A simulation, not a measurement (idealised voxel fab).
Name of the process module below: voxel air gaps
It is cross-section cut that appears here, measuring 260 nm in width, its square cells being 5 nm in size.
Cross-section, as written here: a square-cell grid given band by band from the top down, where a band holds one or more rows of cells. Basically the band line says how high the top is and how high the bottom is, in nm, and then what's in it from left to right, every material with its width in nm. Empty space shows up as "empty", and if a single material carries "everywhere" it runs the full band edge to edge. Basically, 0 is our baseline, since under it the wafer straight out of the box is all one material. The bottom band has no lower end and keeps on going down, so it looks like "0 -> down". A width such as "30 to 40" changes by the same amount from each row of cells to the next, from the band's top row to its bottom row. You'll sometimes find "changes: none" written for a step, and that's the way of saying that nowhere in the cross-section did a cell change during that step. If an empty space has no open way to the top and is at least 8 cells in size, "Closed cavity list" lists it, written width x height at distance, where distance is measured from the left edge and every value is in nm. Heads up: the bit after the settings on a step's line is the simulator's remark on that step. overlay nm: where the mask lay relative to plan, measured to the right, on steps with a mask; negatives go left.
[List of planned process steps]
1,op RECEIVE | material Si
2,op CONFORMAL_DEP | material SiO2 | thk nm 15
3,op CONFORMAL_DEP | material SiCN | thk nm 5
4,op DIRECTIONAL_DEP | material lowk | thk nm 35
5,op DIRECTIONAL_DEP | material aC | thk nm 15
6,op PATTERN | tone open | mask id LINES | material resist | width nm 25 | pitch nm 50 | thk nm 35 | overlay nm 0
7,op DIRECTIONAL_ETCH | etch materials aC | depth nm 15
8,op STRIP | etch materials resist
9,op DIRECTIONAL_ETCH | etch materials lowk | depth nm 35
10,op STRIP | etch materials aC
11,op CONFORMAL_DEP | material TiN | thk nm 5
12,op FILL_DEP | material Cu | thk nm 5
13,op CMP | height nm 55
14,op EPI | material Ru | thk nm 10
15,op SELECTIVE_ETCH | etch materials lowk | depth nm 45
16,op CONFORMAL_DEP | material SiCN | thk nm 5
[Shown in cross-section is the wafer as received, that is, as it stands after step 1]
0 -> down | Si everywhere
Closed cavity list: none
[first wafer at the end, as planned]
70 -> 65 | 25 nm empty, 205 nm SiCN, 30 nm empty
65 -> 55 | 25 nm empty, 5 nm SiCN, 45 nm Ru, 5 nm SiCN, 45 nm Ru, 5 nm SiCN, 45 nm Ru, 5 nm SiCN, 45 nm Ru, 5 nm SiCN, 30 nm empty
55 -> 50 | 25 nm empty, 15 nm SiCN, 5 nm TiN, 15 nm Cu, 5 nm TiN, 25 nm SiCN, 5 nm TiN, 15 nm Cu, 5 nm TiN, 25 nm SiCN, 5 nm TiN, 15 nm Cu, 5 nm TiN, 25 nm SiCN, 5 nm TiN, 15 nm Cu, 5 nm TiN, 15 nm SiCN, 30 nm empty
50 -> 25 | 35 nm empty, 5 nm SiCN, 5 nm TiN, 15 nm Cu, 5 nm TiN, 5 nm SiCN, 15 nm empty, 5 nm SiCN, 5 nm TiN, 15 nm Cu, 5 nm TiN, 5 nm SiCN, 15 nm empty, 5 nm SiCN, 5 nm TiN, 15 nm Cu, 5 nm TiN, 5 nm SiCN, 15 nm empty, 5 nm SiCN, 5 nm TiN, 15 nm Cu, 5 nm TiN, 5 nm SiCN, 40 nm empty
25 -> 20 | 40 nm SiCN, 25 nm TiN, 25 nm SiCN, 25 nm TiN, 25 nm SiCN, 25 nm TiN, 25 nm SiCN, 25 nm TiN, 45 nm SiCN
20 -> 15 | SiCN everywhere
15 -> 0 | SiO2 everywhere
0 -> down | Si everywhere
Closed cavity list: 15 x 25 at 70; 15 x 25 at 120; 15 x 25 at 170
[Wafer two, sectioned after the module: the first wafer's start, the first wafer's plan, and one mistake in how it was run]
70 -> 65 | 20 nm empty, 215 nm SiCN, 25 nm empty
65 -> 55 | 20 nm empty, 5 nm SiCN, 205 nm Ru, 5 nm SiCN, 25 nm empty
55 -> 50 | 20 nm empty, 15 nm SiCN, 5 nm TiN, 25 nm Cu, 5 nm TiN, 15 nm lowk, 5 nm TiN, 25 nm Cu, 5 nm TiN, 15 nm lowk, 5 nm TiN, 25 nm Cu, 5 nm TiN, 15 nm lowk, 5 nm TiN, 25 nm Cu, 5 nm TiN, 15 nm SiCN, 25 nm empty
50 -> 25 | 30 nm empty, 5 nm SiCN, 5 nm TiN, 25 nm Cu, 5 nm TiN, 15 nm lowk, 5 nm TiN, 25 nm Cu, 5 nm TiN, 15 nm lowk, 5 nm TiN, 25 nm Cu, 5 nm TiN, 15 nm lowk, 5 nm TiN, 25 nm Cu, 5 nm TiN, 5 nm SiCN, 35 nm empty
25 -> 20 | 35 nm SiCN, 35 nm TiN, 15 nm lowk, 35 nm TiN, 15 nm lowk, 35 nm TiN, 15 nm lowk, 35 nm TiN, 40 nm SiCN
20 -> 15 | SiCN everywhere
15 -> 0 | SiO2 everywhere
0 -> down | Si everywhere
Closed cavity list: none
In executing the process, a mistake was made relative to the plan: step 6 was run on a setting that differed from the plan, and what really ran there is op PATTERN | tone open | mask id LINES | material resist | width nm 35 | pitch nm 50 | thk nm 35 | overlay nm 0
The second wafer ends with more or fewer cells of some materials than the first, per final count: 48 more of Cu; 10 more of Ru; 66 fewer of SiCN; 8 more of TiN; 63 more of lowk
Closed voids, final: 3 / 0 (first wafer / second wafer).
